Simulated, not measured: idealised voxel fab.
The name of this process module is voxel plated lines.
Pictured: cross-section cut, 245 nm wide, on a grid of 5 nm square cells.
Cross-section, as written here: a square-cell grid given band by band from the top down, where a band holds one or more rows of cells. Look at the band entry: it leads with the top's height and the bottom's height in nm. Then it lists the materials left to right, with a width in nm for each. The word "edge to edge" on a single material says that material fills the band edge to edge. The word "blank" is empty space. Below 0: as-received wafer, all one material; heights counted from there. Lowest band: no bottom, goes on down, written "z 0 and below". Read "30..40" as a graded width: first number on top, second number at the bottom, same change between each pair of neighbouring rows. You'll sometimes find "remained unchanged" written for a step, and that's the way of saying that nowhere in the cross-section did a cell change during that step. "Fully sealed cavities" - sealed voids, min. 8 cells, no opening to top; format: width x height at distance (distance from left edge; nm throughout). Post-settings text on a step line: simulator's own remark regarding the step. overlay nm: on a step with a mask, how far right of its planned place the mask lay; negative means left.

Steps in the process plan:
- 1: RECEIVE | material Si
- 2: CONFORMAL_DEP | material SiN | thk nm 10
- 3: DIRECTIONAL_DEP | material TiN | thk nm 5
- 4: PATTERN | tone open | mask id LINES | material resist | width nm 30 | pitch nm 55 | thk nm 35 | overlay nm 0
- 5: EPI | material Ru | thk nm 10
- 6: EPI | material Ru | thk nm 5
- 7: EPI | material Ru | thk nm 5
- 8: STRIP | etch materials resist
- 9: DIRECTIONAL_ETCH | etch materials TiN | depth nm 5
- 10: CONFORMAL_DEP | material SiO2 | thk nm 5

Cross-section: wafer on arrival = after step 1:
- z 0 and below | Si edge to edge
- Fully sealed cavities: none

Wafer at module end, in section. Began as above, planned as above, run with one mistake:
- z 40 to 35 | blank: 15  SiO2: 50  blank: 5  SiO2: 50  blank: 5  SiO2: 50  blank: 5  SiO2: 50  blank: 15
- z 35 to 15 | blank: 15  SiO2: 5  Ru: 40  SiO2: 5  blank: 5  SiO2: 5  Ru: 40  SiO2: 5  blank: 5  SiO2: 5  Ru: 40  SiO2: 5  blank: 5  SiO2: 5  Ru: 40  SiO2: 5  blank: 15
- z 15 to 10 | SiO2: 20  TiN: 40  SiO2: 15  TiN: 40  SiO2: 15  TiN: 40  SiO2: 15  TiN: 40  SiO2: 20
- z 10 to 0 | SiN edge to edge
- z 0 and below | Si edge to edge
- Fully sealed cavities: none
Finding, execution versus plan: step 4 was not run as planned; what actually ran was PATTERN | tone open | mask id LINES | material resist | width nm 40 | pitch nm 55 | thk nm 35 | overlay nm 0
